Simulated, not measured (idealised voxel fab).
Herein follows the process module entitled voxel released beams.
245 nm wide, 5 nm square cells: that's cross-section cut.
Format of a cross-section: grid, square cells. Given as bands. Order: top down. Band: one or more rows of cells. Band: top and bottom heights (nm) first, top before bottom; then materials from left to right, widths in nm. "everywhere" marks a sole material filling the band edge to edge. "empty" denotes empty space. Ref level 0: as-received wafer is one material below here. Bottom band extends down with no lower bound ("0 down"). A width given as "30->40" starts at the first number in the band's top row and ends at the second number in its bottom row, shifting by an equal amount at every step from row to row. What does "stayed the same" mean for a step? It means no cell of the cross-section changed in that step. In "Encapsulated voids" the enclosed voids are listed, meaning empty spaces of 8 cells or larger without any opening to the top. The form is width x height at distance, distance from the left edge, units nm. The remark found on a step's line after its settings is issued by the simulator itself and pertains to that step. overlay nm: right-of-plan distance of the mask on a masked step; negative values mean left-of-plan.
[Planned process steps]
- 1: RECEIVE | material Si
- 2: CONFORMAL_DEP | material Al2O3 | thk nm 5
- 3: DIRECTIONAL_DEP | material SiO2 | thk nm 10
- 4: PATTERN | tone open | mask id ANCHOR | material resist | width nm 25 | thk nm 20 | overlay nm 0
- 5: DIRECTIONAL_ETCH | etch materials SiO2 | depth nm 10
- 6: STRIP | etch materials resist
- 7: CONFORMAL_DEP | material SiN | thk nm 10
- 8: MASKED_ETCH | tone cover | mask id BEAM | width nm 105 | etch materials SiN | depth nm 10 | overlay nm 0
- 9: STRIP | etch materials SiO2
[Cross-section, incoming material, after step 1]
> 0 down = Si everywhere
> Encapsulated voids: none
[Cross-sectional view of the first of the two wafers upon completion of the module, processed in accordance with the plan]
> 25 to 15 = empty: 65, SiN: 15, empty: 5, SiN: 85, empty: 75
> 15 to 5 = empty: 70, SiN: 25, empty: 150
> 5 to 0 = Al2O3 everywhere
> 0 down = Si everywhere
> Encapsulated voids: none
[Cross-section, second wafer: same start as the first, same plan as the first, one mistake in running it; taken at the end of the module]
> 20 to 10 = empty: 65->70, SiN: 10->5, empty: 15, SiN: 80->5, empty: 75->150
> 10 to 5 = empty: 70, SiN: 25, empty: 150
> 5 to 0 = Al2O3 everywhere
> 0 down = Si everywhere
> Encapsulated voids: none
Finding, execution versus plan: step 7 off recipe, ran as CONFORMAL_DEP | material SiN | thk nm 5
It is noted that, at the conclusion of processing, the second wafer exhibits a higher or lower cell count for certain materials relative to the first: 25 fewer of SiN
